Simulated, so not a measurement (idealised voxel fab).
process module | voxel ribs on slabs
cross-section cut | 175 nm wide | cells 5 nm
A cross-section is a grid of square cells, given in bands from the top down. A band is one or more rows of cells.
Each band's line starts with the height of the band's top and of its bottom, in nm. Then come its materials from left to right, each with its width in nm. One material with "throughout" fills the band from edge to edge. "air" is empty space.
Height 0 is the level under which the wafer as received is all one material. The lowest band goes on downwards, as in "0 down".
A width such as "30 to 40" changes by the same amount from each row of cells to the next, from the band's top row to its bottom row.
"no change" after a step means that no cell of the cross-section changed.
closed voids: empty space of 8 cells or more with no open way to the top, each as width x height at its distance from the left edge, in nm
after a step's settings: what the simulator itself notes on the step
overlay nm, on a step with a mask: how far to the right of its planned place the mask lay; to the left if negative
plan
1 op RECEIVE | material Si
2 op DIRECTIONAL_DEP | material SiO2 | thk nm 30
3 op DIRECTIONAL_DEP | material SiN | thk nm 15
4 op DIRECTIONAL_DEP | material aC | thk nm 15
5 op PATTERN | tone cover | mask id RIB | material resist | width nm 15 | thk nm 35 | overlay nm 0
6 op DIRECTIONAL_ETCH | etch materials aC | depth nm 15
7 op STRIP | etch materials resist
8 op DIRECTIONAL_ETCH | etch materials SiN | depth nm 5
9 op STRIP | etch materials aC
10 op DIRECTIONAL_DEP | material aC | thk nm 15
11 op PATTERN | tone cover | mask id SLAB | material resist | width nm 45 | thk nm 35 | overlay nm 0
12 op DIRECTIONAL_ETCH | etch materials aC | depth nm 15
13 op STRIP | etch materials resist
14 op DIRECTIONAL_ETCH | etch materials SiN | depth nm 10
15 op STRIP | etch materials aC
16 op FILL_DEP | material SiO2 | thk nm 20
17 op CMP | height nm 55
18 op DIRECTIONAL_DEP | material W | thk nm 10
19 op DIRECTIONAL_DEP | material aC | thk nm 10
20 op PATTERN | tone cover | mask id HEATER | material resist | width nm 25 | thk nm 30 | overlay nm 0
21 op DIRECTIONAL_ETCH | etch materials aC | depth nm 10
22 op STRIP | etch materials resist
23 op DIRECTIONAL_ETCH | etch materials W | depth nm 10
24 op STRIP | etch materials aC
25 op CONFORMAL_DEP | material SiN | thk nm 10
first wafer, as planned
as received, after step 1
  0 down: Si throughout
  closed voids: none
after step 2
  30 to 0: SiO2 throughout
  below 0: unchanged
after step 3
  45 to 30: SiN throughout
  below 30: unchanged
after step 4
  60 to 45: aC throughout
  below 45: unchanged
after step 5
  95 to 60: air 80 | resist 15 | air 80
  below 60: unchanged
after step 6
  80 to 60: air 80 | resist 15 | air 80
  60 to 45: air 80 | aC 15 | air 80
  below 45: unchanged
after step 7
  60 to 45: air 80 | aC 15 | air 80
  below 45: unchanged
after step 8
  60 to 45: air 80 | aC 15 | air 80
  45 to 40: air 80 | SiN 15 | air 80
  below 40: unchanged
after step 9
  45 to 40: air 80 | SiN 15 | air 80
  below 40: unchanged
after step 10
  60 to 55: air 80 | aC 15 | air 80
  55 to 45: aC throughout
  45 to 40: aC 80 | SiN 15 | aC 80
  below 40: unchanged
after step 11
  95 to 60: air 65 | resist 45 | air 65
  60 to 55: air 65 | resist 15 | aC 15 | resist 15 | air 65
  below 55: unchanged
after step 12
  80 to 60: air 65 | resist 45 | air 65
  60 to 55: air 65 | resist 15 | aC 15 | resist 15 | air 65
  55 to 45: air 65 | aC 45 | air 65
  45 to 40: air 65 | aC 15 | SiN 15 | aC 15 | air 65
  below 40: unchanged
after step 13
  60 to 55: air 80 | aC 15 | air 80
  below 55: unchanged
after step 14
  60 to 55: air 80 | aC 15 | air 80
  55 to 45: air 65 | aC 45 | air 65
  45 to 40: air 65 | aC 15 | SiN 15 | aC 15 | air 65
  40 to 30: air 65 | SiN 45 | air 65
  below 30: unchanged
after step 15
  45 to 40: air 80 | SiN 15 | air 80
  below 40: unchanged
after step 16
  65 to 45: SiO2 throughout
  45 to 40: SiO2 80 | SiN 15 | SiO2 80
  40 to 30: SiO2 65 | SiN 45 | SiO2 65
  below 30: unchanged
after step 17
  55 to 45: SiO2 throughout
  below 45: unchanged
after step 18
  65 to 55: W throughout
  below 55: unchanged
after step 19
  75 to 65: aC throughout
  below 65: unchanged
after step 20
  105 to 75: air 75 | resist 25 | air 75
  below 75: unchanged
after step 21
  95 to 75: air 75 | resist 25 | air 75
  75 to 65: air 75 | aC 25 | air 75
  below 65: unchanged
after step 22
  75 to 65: air 75 | aC 25 | air 75
  below 65: unchanged
after step 23
  75 to 65: air 75 | aC 25 | air 75
  65 to 55: air 75 | W 25 | air 75
  below 55: unchanged
after step 24
  65 to 55: air 75 | W 25 | air 75
  below 55: unchanged
after step 25
  75 to 65: air 65 | SiN 45 | air 65
  65 to 55: SiN 75 | W 25 | SiN 75
  below 55: unchanged
second wafer: like start, like plan, one mistake. Through step 1 it matches the first wafer
when step 2 should have ended
  15 to 0: SiN throughout
  below 0: unchanged
when step 3 should have ended
  45 to 15: SiO2 throughout
  below 15: unchanged
when step 4 should have ended
  60 to 45: aC throughout
  below 45: unchanged
when step 5 should have ended
  95 to 60: air 80 | resist 15 | air 80
  below 60: unchanged
when step 6 should have ended
  80 to 60: air 80 | resist 15 | air 80
  60 to 45: air 80 | aC 15 | air 80
  below 45: unchanged
when step 7 should have ended
  60 to 45: air 80 | aC 15 | air 80
  below 45: unchanged
when step 8 should have ended: no change
when step 9 should have ended
  45 to 15: SiO2 throughout
  below 15: unchanged
when step 10 should have ended
  60 to 45: aC throughout
  below 45: unchanged
when step 11 should have ended
  95 to 60: air 65 | resist 45 | air 65
  below 60: unchanged
when step 12 should have ended
  80 to 60: air 65 | resist 45 | air 65
  60 to 45: air 65 | aC 45 | air 65
  below 45: unchanged
when step 13 should have ended
  60 to 45: air 65 | aC 45 | air 65
  below 45: unchanged
when step 14 should have ended: no change
when step 15 should have ended
  45 to 15: SiO2 throughout
  below 15: unchanged
when step 16 should have ended
  65 to 15: SiO2 throughout
  below 15: unchanged
when step 17 should have ended
  55 to 15: SiO2 throughout
  below 15: unchanged
when step 18 should have ended
  65 to 55: W throughout
  below 55: unchanged
when step 19 should have ended
  75 to 65: aC throughout
  below 65: unchanged
when step 20 should have ended
  105 to 75: air 75 | resist 25 | air 75
  below 75: unchanged
when step 21 should have ended
  95 to 75: air 75 | resist 25 | air 75
  75 to 65: air 75 | aC 25 | air 75
  below 65: unchanged
when step 22 should have ended
  75 to 65: air 75 | aC 25 | air 75
  below 65: unchanged
when step 23 should have ended
  75 to 65: air 75 | aC 25 | air 75
  65 to 55: air 75 | W 25 | air 75
  below 55: unchanged
when step 24 should have ended
  65 to 55: air 75 | W 25 | air 75
  below 55: unchanged
when step 25 should have ended
  75 to 65: air 65 | SiN 45 | air 65
  65 to 55: SiN 75 | W 25 | SiN 75
  below 55: unchanged
what went wrong: steps 2 and 3 were swapped
at the end the second wafer has, in cells: 84 more of SiN | 84 fewer of SiO2
